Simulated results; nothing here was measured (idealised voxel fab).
Process module, titled voxel tone inversion
Cross-sectional view cut (width: 170 nm; square cell size: 5 nm).
A cross-section is written here as square cells arranged in a grid, and it is given in bands from the top down, each band taking up one or more rows of cells.
Within each band entry, the heights of the top and of the bottom of the band appear first, in that order and in nm; the materials of the band then follow from left to right, each with its corresponding width in nm. The designation "throughout" on a single material indicates that it fills the band from edge to edge; the designation "blank" indicates empty space.
It should be noted that heights are counted from 0, beneath which the wafer as supplied is of one material throughout, and that the lowest band possesses no lower boundary but continues downward, as written in "0..down".
Width "30..40": first value at the band's top row of cells, second value at its bottom row, equal change from row to row.
For the purposes of this document, the phrase "changes: none" attached to a step denotes that no cell within the cross-section was modified by that step.
Closed void listing: empty space of 8 cells or more with no open way to the top, each as width x height at its distance from the left edge, in nm
It should be noted that, on the line of a given step, the content following the step's settings is a remark produced by the simulator itself with respect to that step.
The optional step-line setting "overlay nm" applies to steps with a mask and quantifies how far to the right of its planned location the mask lay, a negative value indicating leftward placement.
Steps planned for the process:
1: RECEIVE | material Si
2: CONFORMAL_DEP | material SiN | thk nm 10
3: DIRECTIONAL_DEP | material polySi | thk nm 20
4: PATTERN | tone cover | mask id POSTS | material resist | width nm 15 | pitch nm 45 | thk nm 25 | overlay nm 0
5: DIRECTIONAL_ETCH | etch materials polySi | depth nm 20
6: STRIP | etch materials resist
7: FILL_DEP | material lowk | thk nm 10
8: CMP | height nm 30
9: STRIP | etch materials polySi
10: CONFORMAL_DEP | material TiN | thk nm 5
11: FILL_DEP | material Cu | thk nm 10
12: CMP | height nm 30
13: CONFORMAL_DEP | material SiCN | thk nm 5
This is the cross-section of the wafer as we received it, i.e. after step 1:
* 0..down = Si throughout
* Closed void listing: none
Looking at the first of two wafers in cross-section at end of module - ran to plan:
* 35..30 = SiCN throughout
* 30..15 = 30 of lowk, 5 of TiN, 5 of Cu, 5 of TiN, 30 of lowk, 5 of TiN, 5 of Cu, 5 of TiN, 30 of lowk, 5 of TiN, 5 of Cu, 5 of TiN, 35 of lowk
* 15..10 = 30 of lowk, 15 of TiN, 30 of lowk, 15 of TiN, 30 of lowk, 15 of TiN, 35 of lowk
* 10..0 = SiN throughout
* 0..down = Si throughout
* Closed void listing: none
This is the second of the two wafers, cross-sectioned at the end of the module; it started exactly like the first and was given the same plan, but it was run with one mistake:
* 35..30 = SiCN throughout
* 30..15 = 20 of lowk, 5 of TiN, 5 of Cu, 5 of TiN, 30 of lowk, 5 of TiN, 5 of Cu, 5 of TiN, 30 of lowk, 5 of TiN, 5 of Cu, 5 of TiN, 45 of lowk
* 15..10 = 20 of lowk, 15 of TiN, 30 of lowk, 15 of TiN, 30 of lowk, 15 of TiN, 45 of lowk
* 10..0 = SiN throughout
* 0..down = Si throughout
* Closed void listing: none
So what did we get wrong on this run? the process deviated at step 4: the operation and settings actually run there were PATTERN | tone cover | mask id POSTS | material resist | width nm 15 | pitch nm 45 | thk nm 25 | overlay nm -10
At the close, every material occupies the same number of cells on the second wafer as on the first, only in different positions.
